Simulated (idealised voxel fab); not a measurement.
process module | voxel gate over fins
cross-section cut | 220 nm wide | cells 5 nm
A cross-section is a grid of square cells, given in bands from the top down. A band is one or more rows of cells.
Each band's line starts with the height of the band's top and of its bottom, in nm. Then come its materials from left to right, each with its width in nm. One material with "throughout" fills the band from edge to edge. "air" is empty space.
Height 0 is the level under which the wafer as received is all one material. The lowest band goes on downwards, as in "0 down".
A width such as "30 to 40" changes by the same amount from each row of cells to the next, from the band's top row to its bottom row.
"no change" after a step means that no cell of the cross-section changed.
closed voids: empty space of 8 cells or more with no open way to the top, each as width x height at its distance from the left edge, in nm
after a step's settings: what the simulator itself notes on the step
overlay nm, on a step with a mask: how far to the right of its planned place the mask lay; to the left if negative
plan
1 op RECEIVE | material Si
2 op CONFORMAL_DEP | material SiN | thk nm 10
3 op PATTERN | tone cover | mask id FINS | material resist | width nm 15 | pitch nm 50 | thk nm 15 | overlay nm 0
4 op DIRECTIONAL_ETCH | etch materials SiN | depth nm 10
5 op DIRECTIONAL_ETCH | etch materials Si | depth nm 35
6 op STRIP | etch materials resist
7 op OXIDIZE | depth nm 5
8 op FILL_DEP | material SiO2 | thk nm 10
9 op CMP | height nm 10
10 op PATTERN | tone open | mask id RAIL | material resist | width nm 15 | thk nm 20 | overlay nm 0
11 op DIRECTIONAL_ETCH | etch materials SiO2 | depth nm 40
12 op STRIP | etch materials resist
13 op CONFORMAL_DEP | material TiN | thk nm 5
14 op FILL_DEP | material W | thk nm 5
15 op CMP | height nm 10
16 op SELECTIVE_ETCH | etch materials W Ru TiN | depth nm 30
17 op FILL_DEP | material SiO2 | thk nm 5
18 op CMP | height nm 10
19 op SELECTIVE_ETCH | etch materials SiO2 | depth nm 25
20 op STRIP | etch materials SiN
21 op CONFORMAL_DEP | material HfO2 | thk nm 5
22 op CONFORMAL_DEP | material TiN | thk nm 5
23 op FILL_DEP | material W | thk nm 15
24 op CMP | height nm 20
25 op CONFORMAL_DEP | material SiCN | thk nm 10
first wafer, as planned
as received, after step 1
  0 down: Si throughout
  closed voids: none
after step 2
  10 to 0: SiN throughout
  below 0: unchanged
after step 3
  25 to 10: air 25 | resist 15 | air 35 | resist 15 | air 35 | resist 15 | air 35 | resist 15 | air 30
  below 10: unchanged
after step 4
  25 to 10: air 25 | resist 15 | air 35 | resist 15 | air 35 | resist 15 | air 35 | resist 15 | air 30
  10 to 0: air 25 | SiN 15 | air 35 | SiN 15 | air 35 | SiN 15 | air 35 | SiN 15 | air 30
  below 0: unchanged
after step 5
  25 to 10: air 25 | resist 15 | air 35 | resist 15 | air 35 | resist 15 | air 35 | resist 15 | air 30
  10 to 0: air 25 | SiN 15 | air 35 | SiN 15 | air 35 | SiN 15 | air 35 | SiN 15 | air 30
  0 to -35: air 25 | Si 15 | air 35 | Si 15 | air 35 | Si 15 | air 35 | Si 15 | air 30
  below -35: unchanged
after step 6
  10 to 0: air 25 | SiN 15 | air 35 | SiN 15 | air 35 | SiN 15 | air 35 | SiN 15 | air 30
  below 0: unchanged
after step 7
  10 to 0: air 25 | SiN 15 | air 35 | SiN 15 | air 35 | SiN 15 | air 35 | SiN 15 | air 30
  0 to -35: air 25 | SiO2 5 | Si 5 | SiO2 5 | air 35 | SiO2 5 | Si 5 | SiO2 5 | air 35 | SiO2 5 | Si 5 | SiO2 5 | air 35 | SiO2 5 | Si 5 | SiO2 5 | air 30
  -35 to -40: SiO2 30 | Si 5 | SiO2 45 | Si 5 | SiO2 45 | Si 5 | SiO2 45 | Si 5 | SiO2 35
  below -40: unchanged
after step 8
  20 to 10: SiO2 throughout
  10 to 0: SiO2 25 | SiN 15 | SiO2 35 | SiN 15 | SiO2 35 | SiN 15 | SiO2 35 | SiN 15 | SiO2 30
  0 to -40: SiO2 30 | Si 5 | SiO2 45 | Si 5 | SiO2 45 | Si 5 | SiO2 45 | Si 5 | SiO2 35
  below -40: unchanged
after step 9
  10 to 0: SiO2 25 | SiN 15 | SiO2 35 | SiN 15 | SiO2 35 | SiN 15 | SiO2 35 | SiN 15 | SiO2 30
  below 0: unchanged
after step 10
  30 to 10: resist 50 | air 15 | resist 155
  below 10: unchanged
after step 11
  30 to 10: resist 50 | air 15 | resist 155
  10 to 0: SiO2 25 | SiN 15 | SiO2 10 | air 15 | SiO2 10 | SiN 15 | SiO2 35 | SiN 15 | SiO2 35 | SiN 15 | SiO2 30
  0 to -30: SiO2 30 | Si 5 | SiO2 15 | air 15 | SiO2 15 | Si 5 | SiO2 45 | Si 5 | SiO2 45 | Si 5 | SiO2 35
  below -30: unchanged
after step 12
  10 to 0: SiO2 25 | SiN 15 | SiO2 10 | air 15 | SiO2 10 | SiN 15 | SiO2 35 | SiN 15 | SiO2 35 | SiN 15 | SiO2 30
  below 0: unchanged
after step 13
  15 to 10: TiN 55 | air 5 | TiN 160
  10 to 0: SiO2 25 | SiN 15 | SiO2 10 | TiN 5 | air 5 | TiN 5 | SiO2 10 | SiN 15 | SiO2 35 | SiN 15 | SiO2 35 | SiN 15 | SiO2 30
  0 to -25: SiO2 30 | Si 5 | SiO2 15 | TiN 5 | air 5 | TiN 5 | SiO2 15 | Si 5 | SiO2 45 | Si 5 | SiO2 45 | Si 5 | SiO2 35
  -25 to -30: SiO2 30 | Si 5 | SiO2 15 | TiN 15 | SiO2 15 | Si 5 | SiO2 45 | Si 5 | SiO2 45 | Si 5 | SiO2 35
  below -30: unchanged
after step 14
  20 to 15: W throughout
  15 to 10: TiN 55 | W 5 | TiN 160
  10 to 0: SiO2 25 | SiN 15 | SiO2 10 | TiN 5 | W 5 | TiN 5 | SiO2 10 | SiN 15 | SiO2 35 | SiN 15 | SiO2 35 | SiN 15 | SiO2 30
  0 to -25: SiO2 30 | Si 5 | SiO2 15 | TiN 5 | W 5 | TiN 5 | SiO2 15 | Si 5 | SiO2 45 | Si 5 | SiO2 45 | Si 5 | SiO2 35
  below -25: unchanged
after step 15
  10 to 0: SiO2 25 | SiN 15 | SiO2 10 | TiN 5 | W 5 | TiN 5 | SiO2 10 | SiN 15 | SiO2 35 | SiN 15 | SiO2 35 | SiN 15 | SiO2 30
  below 0: unchanged
after step 16
  10 to 0: SiO2 25 | SiN 15 | SiO2 10 | air 15 | SiO2 10 | SiN 15 | SiO2 35 | SiN 15 | SiO2 35 | SiN 15 | SiO2 30
  0 to -20: SiO2 30 | Si 5 | SiO2 15 | air 15 | SiO2 15 | Si 5 | SiO2 45 | Si 5 | SiO2 45 | Si 5 | SiO2 35
  below -20: unchanged
after step 17
  15 to 10: SiO2 throughout
  10 to 0: SiO2 25 | SiN 15 | SiO2 35 | SiN 15 | SiO2 35 | SiN 15 | SiO2 35 | SiN 15 | SiO2 30
  0 to -20: SiO2 30 | Si 5 | SiO2 45 | Si 5 | SiO2 45 | Si 5 | SiO2 45 | Si 5 | SiO2 35
  below -20: unchanged
after step 18
  10 to 0: SiO2 25 | SiN 15 | SiO2 35 | SiN 15 | SiO2 35 | SiN 15 | SiO2 35 | SiN 15 | SiO2 30
  below 0: unchanged
after step 19
  10 to 0: air 25 | SiN 15 | air 35 | SiN 15 | air 35 | SiN 15 | air 35 | SiN 15 | air 30
  0 to -15: air 30 | Si 5 | air 45 | Si 5 | air 45 | Si 5 | air 45 | Si 5 | air 35
  below -15: unchanged
after step 20
  0 to -15: air 30 | Si 5 | air 45 | Si 5 | air 45 | Si 5 | air 45 | Si 5 | air 35
  below -15: unchanged
after step 21
  5 to 0: air 25 | HfO2 15 | air 35 | HfO2 15 | air 35 | HfO2 15 | air 35 | HfO2 15 | air 30
  0 to -10: air 25 | HfO2 5 | Si 5 | HfO2 5 | air 35 | HfO2 5 | Si 5 | HfO2 5 | air 35 | HfO2 5 | Si 5 | HfO2 5 | air 35 | HfO2 5 | Si 5 | HfO2 5 | air 30
  -10 to -15: HfO2 30 | Si 5 | HfO2 45 | Si 5 | HfO2 45 | Si 5 | HfO2 45 | Si 5 | HfO2 35
  below -15: unchanged
after step 22
  10 to 5: air 20 | TiN 25 | air 25 | TiN 25 | air 25 | TiN 25 | air 25 | TiN 25 | air 25
  5 to 0: air 20 | TiN 5 | HfO2 15 | TiN 5 | air 25 | TiN 5 | HfO2 15 | TiN 5 | air 25 | TiN 5 | HfO2 15 | TiN 5 | air 25 | TiN 5 | HfO2 15 | TiN 5 | air 25
  0 to -5: air 20 | TiN 5 | HfO2 5 | Si 5 | HfO2 5 | TiN 5 | air 25 | TiN 5 | HfO2 5 | Si 5 | HfO2 5 | TiN 5 | air 25 | TiN 5 | HfO2 5 | Si 5 | HfO2 5 | TiN 5 | air 25 | TiN 5 | HfO2 5 | Si 5 | HfO2 5 | TiN 5 | air 25
  -5 to -10: TiN 25 | HfO2 5 | Si 5 | HfO2 5 | TiN 35 | HfO2 5 | Si 5 | HfO2 5 | TiN 35 | HfO2 5 | Si 5 | HfO2 5 | TiN 35 | HfO2 5 | Si 5 | HfO2 5 | TiN 30
  below -10: unchanged
after step 23
  25 to 10: W throughout
  10 to 5: W 20 | TiN 25 | W 25 | TiN 25 | W 25 | TiN 25 | W 25 | TiN 25 | W 25
  5 to 0: W 20 | TiN 5 | HfO2 15 | TiN 5 | W 25 | TiN 5 | HfO2 15 | TiN 5 | W 25 | TiN 5 | HfO2 15 | TiN 5 | W 25 | TiN 5 | HfO2 15 | TiN 5 | W 25
  0 to -5: W 20 | TiN 5 | HfO2 5 | Si 5 | HfO2 5 | TiN 5 | W 25 | TiN 5 | HfO2 5 | Si 5 | HfO2 5 | TiN 5 | W 25 | TiN 5 | HfO2 5 | Si 5 | HfO2 5 | TiN 5 | W 25 | TiN 5 | HfO2 5 | Si 5 | HfO2 5 | TiN 5 | W 25
  below -5: unchanged
after step 24
  20 to 10: W throughout
  below 10: unchanged
after step 25
  30 to 20: SiCN throughout
  below 20: unchanged
second wafer: like start, like plan, one mistake. Through step 20 it matches the first wafer
when step 21 should have ended: no change
when step 22 should have ended
  5 to 0: air 25 | TiN 15 | air 35 | TiN 15 | air 35 | TiN 15 | air 35 | TiN 15 | air 30
  0 to -10: air 25 | TiN 5 | Si 5 | TiN 5 | air 35 | TiN 5 | Si 5 | TiN 5 | air 35 | TiN 5 | Si 5 | TiN 5 | air 35 | TiN 5 | Si 5 | TiN 5 | air 30
  -10 to -15: TiN 30 | Si 5 | TiN 45 | Si 5 | TiN 45 | Si 5 | TiN 45 | Si 5 | TiN 35
  below -15: unchanged
when step 23 should have ended
  20 to 5: W throughout
  5 to 0: W 25 | TiN 15 | W 35 | TiN 15 | W 35 | TiN 15 | W 35 | TiN 15 | W 30
  0 to -10: W 25 | TiN 5 | Si 5 | TiN 5 | W 35 | TiN 5 | Si 5 | TiN 5 | W 35 | TiN 5 | Si 5 | TiN 5 | W 35 | TiN 5 | Si 5 | TiN 5 | W 30
  below -10: unchanged
when step 24 should have ended: no change
when step 25 should have ended
  30 to 20: SiCN throughout
  below 20: unchanged
what went wrong: step 21 was left out
at the end the second wafer has, in cells: 68 fewer of HfO2 | 68 more of W
